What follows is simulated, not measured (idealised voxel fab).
You're looking at the process module voxel capacitor over wiring.
Section cut is 215 nm wide and gridded with 5 nm square cells.
If you're reading a cross-section in this doc, picture square cells in a grid; it comes to you as bands, top ones listed first down to the bottom, and a band can be one or more rows of cells. Quick guide to a band line: top height, bottom height (nm) up front; then every material left to right with its width in nm. Only one material and it's marked "throughout"? Then it fills the band edge to edge. And "empty" just means empty space. Convention: height 0 is the level below which the wafer, as received, is all one material. The lowest band does not terminate at the bottom but continues downward, represented as "0..down". The width entry "30->40" should be interpreted row by row: the top row of cells in the band takes the first number, the bottom row takes the second number, and the change between adjacent rows is uniform throughout. For the purposes of this document, the phrase "stayed the same" attached to a step denotes that no cell within the cross-section was modified by that step. Reported under the label "Sealed internal voids" are the empty spaces having no open way to the top and comprising 8 cells or more; the notation for each is width x height at distance, in which the distance is measured from the left edge and all three values are in nm. Whatever follows a step's settings on its line is a remark the simulator itself makes about that step. The optional step-line setting "overlay nm" applies to steps with a mask and quantifies how far to the right of its planned location the mask lay, a negative value indicating leftward placement.

Intended process steps:
1 RECEIVE,material Si
2 CONFORMAL_DEP,material SiO2,thk nm 10
3 DIRECTIONAL_DEP,material TiN,thk nm 5
4 DIRECTIONAL_DEP,material W,thk nm 15
5 PATTERN,tone cover,mask id METAL_1,material resist,width nm 25,pitch nm 95,thk nm 20,overlay nm 0
6 DIRECTIONAL_ETCH,etch materials W,depth nm 15
7 DIRECTIONAL_ETCH,etch materials TiN,depth nm 5
8 STRIP,etch materials resist
9 CONFORMAL_DEP,material SiN,thk nm 5
10 FILL_DEP,material lowk,thk nm 5
11 CMP,height nm 30
12 CONFORMAL_DEP,material SiCN,thk nm 5
13 DIRECTIONAL_DEP,material lowk,thk nm 10
14 PATTERN,tone open,mask id PLUG_1,material resist,width nm 15,thk nm 20,overlay nm 0
15 DIRECTIONAL_ETCH,etch materials lowk,depth nm 10
16 DIRECTIONAL_ETCH,etch materials SiCN,depth nm 5
17 STRIP,etch materials resist
18 CONFORMAL_DEP,material TiN,thk nm 5
19 FILL_DEP,material Ru,thk nm 10
20 CMP,height nm 45
21 DIRECTIONAL_DEP,material TiN,thk nm 10
22 DIRECTIONAL_DEP,material SiN,thk nm 5
23 DIRECTIONAL_DEP,material TiN,thk nm 5
24 MASKED_ETCH,tone cover,mask id UPPER_PLATE,width nm 75,etch materials TiN,depth nm 5,overlay nm 0
25 MASKED_ETCH,tone cover,mask id UPPER_PLATE,width nm 75,etch materials SiN,depth nm 5,overlay nm 0
26 DIRECTIONAL_DEP,material aC,thk nm 10
27 PATTERN,tone cover,mask id LOWER_PLATE,material resist,width nm 85,thk nm 30,overlay nm 0
28 DIRECTIONAL_ETCH,etch materials aC,depth nm 10
29 STRIP,etch materials resist
30 DIRECTIONAL_ETCH,etch materials TiN,depth nm 10
31 STRIP,etch materials aC
32 FILL_DEP,material SiO2,thk nm 15
33 CMP,height nm 75
34 PATTERN,tone open,mask id PLUG_2,material resist,width nm 15,thk nm 20,overlay nm 0
35 DIRECTIONAL_ETCH,etch materials SiO2,depth nm 10
36 STRIP,etch materials resist
37 CONFORMAL_DEP,material TiN,thk nm 5
38 FILL_DEP,material Ru,thk nm 5
39 CMP,height nm 75
40 CONFORMAL_DEP,material SiCN,thk nm 5

This is the cross-section of the wafer as we received it, i.e. after step 1:
- 0..down | Si throughout
- Sealed internal voids: none

Cross-section, first of two wafers, end of module, run as planned:
- 80..75 | SiCN throughout
- 75..70 | SiO2 65 nm, TiN 5 nm, Ru 5 nm, TiN 5 nm, SiO2 135 nm
- 70..60 | SiO2 65->55 nm, TiN 15->75 nm, SiO2 135->85 nm
- 60..55 | SiO2 55 nm, SiN 75 nm, SiO2 85 nm
- 55..45 | SiO2 50 nm, TiN 85 nm, SiO2 80 nm
- 45..35 | lowk 55 nm, TiN 5 nm, Ru 5 nm, TiN 5 nm, lowk 145 nm
- 35..30 | SiCN 55 nm, TiN 15 nm, SiCN 145 nm
- 30..15 | lowk 40 nm, SiN 5 nm, W 25 nm, SiN 5 nm, lowk 60 nm, SiN 5 nm, W 25 nm, SiN 5 nm, lowk 45 nm
- 15..10 | SiN 45 nm, TiN 25 nm, SiN 70 nm, TiN 25 nm, SiN 50 nm
- 10..0 | SiO2 throughout
- 0..down | Si throughout
- Sealed internal voids: none

Here's the second of our two wafers sectioned at module end. Same start as the first, same plan, but one mistake got made running it:
- 80..75 | SiCN throughout
- 75..70 | SiO2 65 nm, TiN 5 nm, Ru 5 nm, TiN 5 nm, SiO2 135 nm
- 70..60 | SiO2 65->55 nm, TiN 15->75 nm, SiO2 135->85 nm
- 60..55 | SiO2 55 nm, SiN 75 nm, SiO2 85 nm
- 55..45 | SiO2 50 nm, TiN 85 nm, SiO2 80 nm
- 45..40 | lowk 55 nm, TiN 5 nm, Ru 5 nm, TiN 5 nm, lowk 145 nm
- 40..35 | SiCN 55 nm, TiN 15 nm, SiCN 145 nm
- 35..30 | lowk 40 nm, SiN 35 nm, lowk 60 nm, SiN 35 nm, lowk 45 nm
- 30..15 | lowk 40 nm, SiN 5 nm, W 25 nm, SiN 5 nm, lowk 60 nm, SiN 5 nm, W 25 nm, SiN 5 nm, lowk 45 nm
- 15..10 | SiN 45 nm, TiN 25 nm, SiN 70 nm, TiN 25 nm, SiN 50 nm
- 10..0 | SiO2 throughout
- 0..down | Si throughout
- Sealed internal voids: none
Against the plan, the run slipped here: step 11 deviated from plan and actually ran as CMP,height nm 35
Final tally in cells, some materials are higher or lower on the second wafer than on the first: Ru: 1 fewer; SiN: 14 more; TiN: 2 fewer; lowk: 11 fewer
